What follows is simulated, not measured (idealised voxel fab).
Process module heading - voxel double patterning
Square cell edge 5 nm, section width 180 nm, ID cut.
We lay out every cross-section as a grid of square cells and spell it out in bands from the top down, where one band means one or more rows of cells. Look at the band entry: it leads with the top's height and the bottom's height in nm. Then it lists the materials left to right, with a width in nm for each. The word "full width" on a single material says that material fills the band edge to edge. The word "blank" is empty space. A quick word on heights: they are counted from 0, and under that level the wafer as it came to us is one material throughout. The lowest band is different from the rest in having no bottom; it simply continues downward, written as in "z 0 and below". Top row gets the first number, bottom row gets the second, and each row in between changes by the same step: that is how a band width like "30->40" works. Take "nothing altered" at face value: in the step it is given for, the cross-section changed in none of its cells. What "Trapped voids" gives you is every empty space of 8 cells or more that is cut off from the top. Each appears as width x height at distance, with the distance taken from the left edge and width, height and distance all in nm. On each step's line, the part that comes after the settings is the simulator's own comment on the step. A step's line can hold "overlay nm"; with a mask on that step, the setting says how far right of the planned place the mask lay, while a negative setting says it lay to the left.
The steps planned for the process are as follows
step 1: RECEIVE, material Si
step 2: CONFORMAL_DEP, material SiO2, thk nm 10
step 3: DIRECTIONAL_DEP, material polySi, thk nm 20
step 4: DIRECTIONAL_DEP, material SiN, thk nm 5
step 5: DIRECTIONAL_DEP, material aC, thk nm 10
step 6: PATTERN, tone open, mask id FIRST, material resist, width nm 15, pitch nm 50, thk nm 25, overlay nm 0
step 7: DIRECTIONAL_ETCH, etch materials aC, depth nm 10
step 8: STRIP, etch materials resist
step 9: DIRECTIONAL_ETCH, etch materials SiN, depth nm 5
step 10: STRIP, etch materials aC
step 11: DIRECTIONAL_DEP, material aC, thk nm 15
step 12: PATTERN, tone open, mask id SECOND, material resist, width nm 15, pitch nm 50, thk nm 30, overlay nm 0
step 13: DIRECTIONAL_ETCH, etch materials aC, depth nm 15
step 14: STRIP, etch materials resist
step 15: DIRECTIONAL_ETCH, etch materials SiN, depth nm 5
step 16: STRIP, etch materials aC
step 17: DIRECTIONAL_ETCH, etch materials polySi, depth nm 20
step 18: STRIP, etch materials SiN
Cross-section of the wafer as it came to us, i.e., already through step 1
z 0 and below: Si full width
Trapped voids: none
Look at the cross-section after the module: the wafer started out the way shown above and the plan was the one shown above, yet one mistake was made along the way
z 30 to 0: SiO2 full width
z 0 and below: Si full width
Trapped voids: none
It is concluded that the wafer was processed incorrectly with respect to the plan, in that step 3 changed vs plan, executed as DIRECTIONAL_DEP, material SiO2, thk nm 20
